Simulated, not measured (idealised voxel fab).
Proc. module: voxel capacitor over wiring
For reference, the cross-section in this document is cut, with width 280 nm and square cells of 5 nm.
Cross-section, as written here: a square-cell grid given band by band from the top down, where a band holds one or more rows of cells. First you get the band's top height and its bottom height, in nm, and then the materials it's made of, left to right, with each width in nm. If you see a single material with "everywhere", that one covers the band edge to edge. "empty" is empty space. The level at which height equals 0 is the one under which the wafer, as it arrives, is entirely one material. No lower edge exists for the bottom band, which continues downward and is notated as in "z 0 and below". It should be noted that a width expressed as "30->40" varies in equal increments from row to row of cells within the band, taking the value of the first number at the top row and that of the second number at the bottom row. A step reported as "nothing changed" is a step in which no cell of the cross-section changed. The list in "Closed internal voids" covers empty spaces of 8 cells or more that cannot reach the top through any open way, and it gives each as width x height at distance; the distance is from the left edge, and width, height and distance are in nm. On each step's line, the part that comes after the settings is the simulator's own comment on the step. If you see "overlay nm" on a step's line and that step has a mask, it's telling you how far right of where it was planned the mask ended up; a negative number means it went left instead.
### These are the steps we planned for the process
| 1 | RECEIVE: material Si |
| 2 | CONFORMAL_DEP: material SiO2, thk nm 15 |
| 3 | CONFORMAL_DEP: material SiCN, thk nm 5 |
| 4 | DIRECTIONAL_DEP: material lowk, thk nm 15 |
| 5 | MASKED_ETCH: tone open, mask id METAL_1, width nm 25, pitch nm 90, etch materials lowk, depth nm 15, overlay nm 0 |
| 6 | MASKED_ETCH: tone open, mask id METAL_1, width nm 25, pitch nm 90, etch materials SiCN, depth nm 5, overlay nm 0 |
| 7 | CONFORMAL_DEP: material TiN, thk nm 5 |
| 8 | FILL_DEP: material Cu, thk nm 5 |
| 9 | CMP: height nm 35 |
| 10 | CONFORMAL_DEP: material SiCN, thk nm 5 |
| 11 | DIRECTIONAL_DEP: material SiO2, thk nm 20 |
| 12 | MASKED_ETCH: tone open, mask id PLUG_1, width nm 15, etch materials SiO2, depth nm 20, overlay nm 0 |
| 13 | MASKED_ETCH: tone open, mask id PLUG_1, width nm 15, etch materials SiCN, depth nm 5, overlay nm 0 |
| 14 | EPI: material Ru, thk nm 10 |
| 15 | EPI: material Ru, thk nm 10 |
| 16 | EPI: material Ru, thk nm 5 |
| 17 | DIRECTIONAL_DEP: material TiN, thk nm 10 |
| 18 | DIRECTIONAL_DEP: material Al2O3, thk nm 5 |
| 19 | DIRECTIONAL_DEP: material TiN, thk nm 5 |
| 20 | PATTERN: tone cover, mask id UPPER_PLATE, material resist, width nm 70, thk nm 15, overlay nm 0 |
| 21 | DIRECTIONAL_ETCH: etch materials TiN, depth nm 5 |
| 22 | DIRECTIONAL_ETCH: etch materials Al2O3, depth nm 5 |
| 23 | STRIP: etch materials resist |
| 24 | MASKED_ETCH: tone cover, mask id LOWER_PLATE, width nm 80, etch materials TiN, depth nm 10, overlay nm 0 |
| 25 | FILL_DEP: material SiO2, thk nm 20 |
| 26 | CMP: height nm 95 |
| 27 | PATTERN: tone open, mask id PLUG_2, material resist, width nm 15, thk nm 20, overlay nm 0 |
| 28 | DIRECTIONAL_ETCH: etch materials SiO2, depth nm 15 |
| 29 | STRIP: etch materials resist |
| 30 | CONFORMAL_DEP: material TiN, thk nm 5 |
| 31 | FILL_DEP: material W, thk nm 10 |
| 32 | CMP: height nm 95 |
| 33 | CONFORMAL_DEP: material SiCN, thk nm 5 |
### Shown in cross-section is the wafer as received, that is, as it stands after step 1
* z 0 and below | Si everywhere
* Closed internal voids: none
### Cross-section, end of module. Start: as above. Plan: as above. Execution: one mistake
* z 100 to 95 | SiCN everywhere
* z 95 to 85 | SiO2 (110), TiN (5), W (5), TiN (5), SiO2 (155)
* z 85 to 75 | SiO2 (110->90), TiN (15->70), SiO2 (155->120)
* z 75 to 70 | SiO2 (90), Al2O3 (70), SiO2 (120)
* z 70 to 60 | SiO2 (85), TiN (80), SiO2 (115)
* z 60 to 40 | SiO2 (90), Ru (15), SiO2 (175)
* z 40 to 35 | SiCN (90), Ru (15), SiCN (175)
* z 35 to 20 | lowk (80), TiN (5), Cu (15), TiN (5), lowk (65), TiN (5), Cu (15), TiN (5), lowk (85)
* z 20 to 15 | SiCN (80), TiN (25), SiCN (65), TiN (25), SiCN (85)
* z 15 to 0 | SiO2 everywhere
* z 0 and below | Si everywhere
* Closed internal voids: none
Nonconformance to the process plan: step 27, actual vs plan mismatch, actual run PATTERN: tone open, mask id PLUG_2, material resist, width nm 15, thk nm 20, overlay nm 10
